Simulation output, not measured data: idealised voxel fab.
process module | voxel self aligned contacts
cross-section cut | 240 nm wide | cells 5 nm
A cross-section is a grid of square cells, given in bands from the top down. A band is one or more rows of cells.
Each band's line starts with the height of the band's top and of its bottom, in nm. Then come its materials from left to right, each with its width in nm. One material with "throughout" fills the band from edge to edge. "air" is empty space.
Height 0 is the level under which the wafer as received is all one material. The lowest band goes on downwards, as in "0 down".
A width such as "30 to 40" changes by the same amount from each row of cells to the next, from the band's top row to its bottom row.
"no change" after a step means that no cell of the cross-section changed.
closed voids: empty space of 8 cells or more with no open way to the top, each as width x height at its distance from the left edge, in nm
after a step's settings: what the simulator itself notes on the step
overlay nm, on a step with a mask: how far to the right of its planned place the mask lay; to the left if negative
plan
1 op RECEIVE | material Si
2 op CONFORMAL_DEP | material SiO2 | thk nm 5
3 op DIRECTIONAL_DEP | material polySi | thk nm 25
4 op DIRECTIONAL_DEP | material SiN | thk nm 20
5 op DIRECTIONAL_DEP | material aC | thk nm 10
6 op PATTERN | tone cover | mask id GATE | material resist | width nm 35 | pitch nm 75 | thk nm 25 | overlay nm 0
7 op DIRECTIONAL_ETCH | etch materials aC | depth nm 10
8 op STRIP | etch materials resist
9 op DIRECTIONAL_ETCH | etch materials SiN | depth nm 20
10 op DIRECTIONAL_ETCH | etch materials polySi | depth nm 25
11 op STRIP | etch materials aC
12 op CONFORMAL_DEP | material SiN | thk nm 10
13 op DIRECTIONAL_ETCH | etch materials SiN | depth nm 10
14 op FILL_DEP | material SiO2 | thk nm 10
15 op CMP | height nm 55
16 op MASKED_ETCH | tone open | mask id CONTACT | width nm 60 | etch materials SiO2 | depth nm 55 | overlay nm 0
17 op CONFORMAL_DEP | material TiN | thk nm 5
18 op FILL_DEP | material W | thk nm 5
19 op CMP | height nm 55
20 op CONFORMAL_DEP | material SiCN | thk nm 5
first wafer, as planned
as received, after step 1
  0 down: Si throughout
  closed voids: none
after step 2
  5 to 0: SiO2 throughout
  below 0: unchanged
after step 3
  30 to 5: polySi throughout
  below 5: unchanged
after step 4
  50 to 30: SiN throughout
  below 30: unchanged
after step 5
  60 to 50: aC throughout
  below 50: unchanged
after step 6
  85 to 60: air 65 | resist 35 | air 40 | resist 35 | air 65
  below 60: unchanged
after step 7
  75 to 60: air 65 | resist 35 | air 40 | resist 35 | air 65
  60 to 50: air 65 | aC 35 | air 40 | aC 35 | air 65
  below 50: unchanged
after step 8
  60 to 50: air 65 | aC 35 | air 40 | aC 35 | air 65
  below 50: unchanged
after step 9
  60 to 50: air 65 | aC 35 | air 40 | aC 35 | air 65
  50 to 30: air 65 | SiN 35 | air 40 | SiN 35 | air 65
  below 30: unchanged
after step 10
  60 to 50: air 65 | aC 35 | air 40 | aC 35 | air 65
  50 to 30: air 65 | SiN 35 | air 40 | SiN 35 | air 65
  30 to 5: air 65 | polySi 35 | air 40 | polySi 35 | air 65
  below 5: unchanged
after step 11
  50 to 30: air 65 | SiN 35 | air 40 | SiN 35 | air 65
  below 30: unchanged
after step 12
  60 to 30: air 55 | SiN 55 | air 20 | SiN 55 | air 55
  30 to 15: air 55 | SiN 10 | polySi 35 | SiN 10 | air 20 | SiN 10 | polySi 35 | SiN 10 | air 55
  15 to 5: SiN 65 | polySi 35 | SiN 40 | polySi 35 | SiN 65
  below 5: unchanged
after step 13
  50 to 30: air 55 | SiN 55 | air 20 | SiN 55 | air 55
  30 to 5: air 55 | SiN 10 | polySi 35 | SiN 10 | air 20 | SiN 10 | polySi 35 | SiN 10 | air 55
  below 5: unchanged
after step 14
  60 to 50: SiO2 throughout
  50 to 30: SiO2 55 | SiN 55 | SiO2 20 | SiN 55 | SiO2 55
  30 to 5: SiO2 55 | SiN 10 | polySi 35 | SiN 10 | SiO2 20 | SiN 10 | polySi 35 | SiN 10 | SiO2 55
  below 5: unchanged
after step 15
  55 to 50: SiO2 throughout
  below 50: unchanged
after step 16
  55 to 50: SiO2 90 | air 60 | SiO2 90
  50 to 30: SiO2 55 | SiN 55 | air 20 | SiN 55 | SiO2 55
  30 to 5: SiO2 55 | SiN 10 | polySi 35 | SiN 10 | air 20 | SiN 10 | polySi 35 | SiN 10 | SiO2 55
  5 to 0: SiO2 110 | air 20 | SiO2 110
  below 0: unchanged
after step 17
  60 to 55: TiN 95 | air 50 | TiN 95
  55 to 50: SiO2 90 | TiN 25 | air 10 | TiN 25 | SiO2 90
  50 to 30: SiO2 55 | SiN 55 | TiN 5 | air 10 | TiN 5 | SiN 55 | SiO2 55
  30 to 5: SiO2 55 | SiN 10 | polySi 35 | SiN 10 | TiN 5 | air 10 | TiN 5 | SiN 10 | polySi 35 | SiN 10 | SiO2 55
  5 to 0: SiO2 110 | TiN 20 | SiO2 110
  below 0: unchanged
after step 18
  65 to 60: W throughout
  60 to 55: TiN 95 | W 50 | TiN 95
  55 to 50: SiO2 90 | TiN 25 | W 10 | TiN 25 | SiO2 90
  50 to 30: SiO2 55 | SiN 55 | TiN 5 | W 10 | TiN 5 | SiN 55 | SiO2 55
  30 to 5: SiO2 55 | SiN 10 | polySi 35 | SiN 10 | TiN 5 | W 10 | TiN 5 | SiN 10 | polySi 35 | SiN 10 | SiO2 55
  below 5: unchanged
after step 19
  55 to 50: SiO2 90 | TiN 25 | W 10 | TiN 25 | SiO2 90
  below 50: unchanged
after step 20
  60 to 55: SiCN throughout
  below 55: unchanged
second wafer: like start, like plan, one mistake. Through step 3 it matches the first wafer
when step 4 should have ended
  55 to 30: SiN throughout
  below 30: unchanged
when step 5 should have ended
  65 to 55: aC throughout
  below 55: unchanged
when step 6 should have ended
  90 to 65: air 65 | resist 35 | air 40 | resist 35 | air 65
  below 65: unchanged
when step 7 should have ended
  80 to 65: air 65 | resist 35 | air 40 | resist 35 | air 65
  65 to 55: air 65 | aC 35 | air 40 | aC 35 | air 65
  below 55: unchanged
when step 8 should have ended
  65 to 55: air 65 | aC 35 | air 40 | aC 35 | air 65
  below 55: unchanged
when step 9 should have ended
  65 to 55: air 65 | aC 35 | air 40 | aC 35 | air 65
  55 to 35: air 65 | SiN 35 | air 40 | SiN 35 | air 65
  below 35: unchanged
when step 10 should have ended: no change
when step 11 should have ended
  55 to 35: air 65 | SiN 35 | air 40 | SiN 35 | air 65
  below 35: unchanged
when step 12 should have ended
  65 to 45: air 55 | SiN 55 | air 20 | SiN 55 | air 55
  45 to 30: SiN throughout
  below 30: unchanged
when step 13 should have ended
  55 to 35: air 55 | SiN 55 | air 20 | SiN 55 | air 55
  below 35: unchanged
when step 14 should have ended
  65 to 55: SiO2 throughout
  55 to 35: SiO2 55 | SiN 55 | SiO2 20 | SiN 55 | SiO2 55
  below 35: unchanged
when step 15 should have ended
  55 to 35: SiO2 55 | SiN 55 | SiO2 20 | SiN 55 | SiO2 55
  below 35: unchanged
when step 16 should have ended
  55 to 35: SiO2 55 | SiN 55 | air 20 | SiN 55 | SiO2 55
  below 35: unchanged
when step 17 should have ended
  60 to 55: TiN 115 | air 10 | TiN 115
  55 to 40: SiO2 55 | SiN 55 | TiN 5 | air 10 | TiN 5 | SiN 55 | SiO2 55
  40 to 35: SiO2 55 | SiN 55 | TiN 20 | SiN 55 | SiO2 55
  below 35: unchanged
when step 18 should have ended
  65 to 60: W throughout
  60 to 55: TiN 115 | W 10 | TiN 115
  55 to 40: SiO2 55 | SiN 55 | TiN 5 | W 10 | TiN 5 | SiN 55 | SiO2 55
  below 40: unchanged
when step 19 should have ended
  55 to 40: SiO2 55 | SiN 55 | TiN 5 | W 10 | TiN 5 | SiN 55 | SiO2 55
  below 40: unchanged
when step 20 should have ended
  60 to 55: SiCN throughout
  below 55: unchanged
what went wrong: step 4 ran as: op DIRECTIONAL_DEP | material SiN | thk nm 25
at the end the second wafer has, in cells: 8 more of SiN | 142 fewer of SiO2 | 22 fewer of TiN | 14 fewer of W | 170 more of polySi
